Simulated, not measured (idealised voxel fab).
Process module, titled voxel lift off
Cross-section cut spans 260 nm and uses square cells 5 nm in size.
How to read a cross-section here: the picture is a grid of square cells, written as bands going from the top down, and any band can span one or more rows of cells.
The band entry comprises the height of the band's top followed by the height of its bottom, expressed in nm, and subsequently the band's materials from left to right, each stated together with its width in nm. Where a single material is marked with the word "full width", that material fills the band from edge to edge. The word "blank" represents empty space.
We count height from 0. Below that, the starting wafer is all one material. The lowest band never ends at the bottom but goes on down; see "z 0 and below" for how that is written.
A width given as "30->40" starts at the first number in the band's top row and ends at the second number in its bottom row, shifting by an equal amount at every step from row to row.
"nothing different" for a step: no cell of the cross-section changed in that step.
Under "Non-vented voids" you'll find the enclosed gaps, the ones with no way out to the top, that are 8 cells or bigger; each reads width x height at distance, with distance counted from the left edge, everything in nm.
What comes after the settings on a step's line is commentary from the simulator itself on that step.
overlay nm: right-of-plan distance of the mask on a masked step; negative values mean left-of-plan.
### Listed below are the process steps as planned
1 RECEIVE: material Si
2 CONFORMAL_DEP: material SiO2, thk nm 15
3 PATTERN: tone open, mask id LINES, material resist, width nm 15, pitch nm 45, thk nm 30, overlay nm 0
4 DIRECTIONAL_DEP: material Ru, thk nm 15
5 STRIP: etch materials resist
6 CONFORMAL_DEP: material SiN, thk nm 5
### Cross-section, incoming material, after step 1
z 0 and below | Si full width
Non-vented voids: none
### Module complete - cross-section of the first of two wafers, run according to plan
z 35 to 30 | 95 of blank  25 of SiN  20 of blank  25 of SiN  95 of blank
z 30 to 20 | 95 of blank  5 of SiN  15 of Ru  5 of SiN  20 of blank  5 of SiN  15 of Ru  5 of SiN  95 of blank
z 20 to 15 | 100 of SiN  15 of Ru  30 of SiN  15 of Ru  100 of SiN
z 15 to 0 | SiO2 full width
z 0 and below | Si full width
Non-vented voids: none
### Wafer two (of two), end-of-module cross-section: start = wafer one, plan = wafer one, one run mistake
z 35 to 30 | 105 of SiN  5 of blank  40 of SiN  5 of blank  105 of SiN
z 30 to 20 | 100 of Ru  5 of SiN  5 of blank  5 of SiN  30 of Ru  5 of SiN  5 of blank  5 of SiN  100 of Ru
z 20 to 15 | 100 of Ru  15 of SiN  30 of Ru  15 of SiN  100 of Ru
z 15 to 0 | SiO2 full width
z 0 and below | Si full width
Non-vented voids: none
What went wrong in running the wafer? it should be noted that step 3 was executed with settings other than those planned, the operation and settings actually applied being PATTERN: tone cover, mask id LINES, material resist, width nm 15, pitch nm 45, thk nm 30, overlay nm 0
Wrapping up, a cell-based count of both wafers puts the second over or under the first for these materials: Ru: 120 more
